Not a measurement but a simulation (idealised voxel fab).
Process module heading - voxel air gaps
Section cut is 155 nm wide and gridded with 5 nm square cells.
When this document writes out a cross-section, it uses a grid of square cells and lists it as bands, beginning at the top and moving down, with a band standing for one or more rows of cells. For a band, the entry starts with two heights in nm, that of the top and then that of the bottom, and carries on with the band's materials in order from left to right, each alongside its width in nm; the word "all across" beside a single material means it fills the band edge to edge, and "empty" means empty space. Convention: height 0 is the level below which the wafer, as received, is all one material. The lowest band does not terminate at the bottom but continues downward, represented as "0 -> down". A width given as "30 to 40" starts at the first number in the band's top row and ends at the second number in its bottom row, shifting by an equal amount at every step from row to row. "remained the same" after a step means that no cell of the cross-section changed. Voids not open to the top, 8 cells minimum: see "Catalogued sealed voids". Written width x height at distance; distance is from the left edge; nm. On each step's line, the part that comes after the settings is the simulator's own comment on the step. "overlay nm" answers the question of how far to the right of plan the mask lay on a step that has a mask, and when it is negative the answer is to the left.

-- Process steps (planned)
1: RECEIVE: material Si
2: CONFORMAL_DEP: material SiO2, thk nm 10
3: CONFORMAL_DEP: material SiCN, thk nm 5
4: DIRECTIONAL_DEP: material lowk, thk nm 30
5: DIRECTIONAL_DEP: material aC, thk nm 10
6: PATTERN: tone open, mask id LINES, material resist, width nm 20, pitch nm 45, thk nm 25, overlay nm 0
7: DIRECTIONAL_ETCH: etch materials aC, depth nm 10
8: STRIP: etch materials resist
9: DIRECTIONAL_ETCH: etch materials lowk, depth nm 30
10: STRIP: etch materials aC
11: CONFORMAL_DEP: material TiN, thk nm 5
12: FILL_DEP: material Cu, thk nm 5
13: CMP: height nm 45
14: EPI: material Ru, thk nm 10
15: SELECTIVE_ETCH: etch materials lowk, depth nm 40
16: CONFORMAL_DEP: material SiCN, thk nm 5

-- First of the two wafers, run per plan

-- As received (post step 1): cross-section
0 -> down  Si all across
Catalogued sealed voids: none

-- Cross-section through the wafer, step 2 finished
10 -> 0  SiO2 all across
Below 0, the layers are the same as they were.

-- Cross-section through the wafer, step 3 finished
15 -> 10  SiCN all across
Below 10, the layers are the same as they were.

-- Cross-section through the wafer, step 4 finished
45 -> 15  lowk all across
Below 15, the layers are the same as they were.

-- Cross-section through the wafer, step 5 finished
55 -> 45  aC all across
Below 45, the layers are the same as they were.

-- Cross-section through the wafer, step 6 finished
80 -> 55  resist: 20, empty: 20, resist: 25, empty: 20, resist: 25, empty: 20, resist: 25
Below 55, the layers are the same as they were.

-- Cross-section through the wafer, step 7 finished
70 -> 55  resist: 20, empty: 20, resist: 25, empty: 20, resist: 25, empty: 20, resist: 25
55 -> 45  aC: 20, empty: 20, aC: 25, empty: 20, aC: 25, empty: 20, aC: 25
Below 45, the layers are the same as they were.

-- Cross-section through the wafer, step 8 finished
55 -> 45  aC: 20, empty: 20, aC: 25, empty: 20, aC: 25, empty: 20, aC: 25
Below 45, the layers are the same as they were.

-- Cross-section through the wafer, step 9 finished
55 -> 45  aC: 20, empty: 20, aC: 25, empty: 20, aC: 25, empty: 20, aC: 25
45 -> 15  lowk: 20, empty: 20, lowk: 25, empty: 20, lowk: 25, empty: 20, lowk: 25
Below 15, the layers are the same as they were.

-- Cross-section through the wafer, step 10 finished
45 -> 15  lowk: 20, empty: 20, lowk: 25, empty: 20, lowk: 25, empty: 20, lowk: 25
Below 15, the layers are the same as they were.

-- Cross-section through the wafer, step 11 finished
50 -> 45  TiN: 25, empty: 10, TiN: 35, empty: 10, TiN: 35, empty: 10, TiN: 30
45 -> 20  lowk: 20, TiN: 5, empty: 10, TiN: 5, lowk: 25, TiN: 5, empty: 10, TiN: 5, lowk: 25, TiN: 5, empty: 10, TiN: 5, lowk: 25
20 -> 15  lowk: 20, TiN: 20, lowk: 25, TiN: 20, lowk: 25, TiN: 20, lowk: 25
Below 15, the layers are the same as they were.

-- Cross-section through the wafer, step 12 finished
55 -> 50  Cu all across
50 -> 45  TiN: 25, Cu: 10, TiN: 35, Cu: 10, TiN: 35, Cu: 10, TiN: 30
45 -> 20  lowk: 20, TiN: 5, Cu: 10, TiN: 5, lowk: 25, TiN: 5, Cu: 10, TiN: 5, lowk: 25, TiN: 5, Cu: 10, TiN: 5, lowk: 25
Below 20, the layers are the same as they were.

-- Cross-section through the wafer, step 13 finished
45 -> 20  lowk: 20, TiN: 5, Cu: 10, TiN: 5, lowk: 25, TiN: 5, Cu: 10, TiN: 5, lowk: 25, TiN: 5, Cu: 10, TiN: 5, lowk: 25
Below 20, the layers are the same as they were.

-- Cross-section through the wafer, step 14 finished
55 -> 45  empty: 10, Ru: 40, empty: 5, Ru: 40, empty: 5, Ru: 40, empty: 15
Below 45, the layers are the same as they were.

-- Cross-section through the wafer, step 15 finished
55 -> 45  empty: 10, Ru: 40, empty: 5, Ru: 40, empty: 5, Ru: 40, empty: 15
45 -> 20  empty: 20, TiN: 5, Cu: 10, TiN: 5, empty: 25, TiN: 5, Cu: 10, TiN: 5, empty: 25, TiN: 5, Cu: 10, TiN: 5, empty: 25
20 -> 15  empty: 20, TiN: 20, empty: 25, TiN: 20, empty: 25, TiN: 20, empty: 25
Below 15, the layers are the same as they were.

-- Cross-section through the wafer, step 16 finished
60 -> 55  empty: 5, SiCN: 140, empty: 10
55 -> 45  empty: 5, SiCN: 5, Ru: 40, SiCN: 5, Ru: 40, SiCN: 5, Ru: 40, SiCN: 5, empty: 10
45 -> 40  empty: 5, SiCN: 15, TiN: 5, Cu: 10, TiN: 5, SiCN: 25, TiN: 5, Cu: 10, TiN: 5, SiCN: 25, TiN: 5, Cu: 10, TiN: 5, SiCN: 15, empty: 10
40 -> 20  empty: 15, SiCN: 5, TiN: 5, Cu: 10, TiN: 5, SiCN: 5, empty: 15, SiCN: 5, TiN: 5, Cu: 10, TiN: 5, SiCN: 5, empty: 15, SiCN: 5, TiN: 5, Cu: 10, TiN: 5, SiCN: 5, empty: 20
20 -> 15  SiCN: 20, TiN: 20, SiCN: 25, TiN: 20, SiCN: 25, TiN: 20, SiCN: 25
Below 15, the layers are the same as they were.
Catalogued sealed voids: 15 x 20 at 45; 15 x 20 at 90

-- Now the other wafer: same start, same recipe, but we messed up one thing when running it. Up to and including step 15 it's the same as the first one

-- Second wafer profile in section, at the moment step 16 of the plan was meant to be complete
60 -> 55  empty: 5, aC: 140, empty: 10
55 -> 45  empty: 5, aC: 5, Ru: 40, aC: 5, Ru: 40, aC: 5, Ru: 40, aC: 5, empty: 10
45 -> 40  empty: 5, aC: 15, TiN: 5, Cu: 10, TiN: 5, aC: 25, TiN: 5, Cu: 10, TiN: 5, aC: 25, TiN: 5, Cu: 10, TiN: 5, aC: 15, empty: 10
40 -> 20  empty: 15, aC: 5, TiN: 5, Cu: 10, TiN: 5, aC: 5, empty: 15, aC: 5, TiN: 5, Cu: 10, TiN: 5, aC: 5, empty: 15, aC: 5, TiN: 5, Cu: 10, TiN: 5, aC: 5, empty: 20
20 -> 15  aC: 20, TiN: 20, aC: 25, TiN: 20, aC: 25, TiN: 20, aC: 25
Below 15, the layers are the same as they were.
Catalogued sealed voids: 15 x 20 at 45; 15 x 20 at 90
Nonconformance to the process plan: contrary to plan, step 16 was performed as CONFORMAL_DEP: material aC, thk nm 5
In the final state, the cell counts of the second wafer exceed or fall short of those of the first for the following materials: 95 fewer of SiCN; 95 more of aC
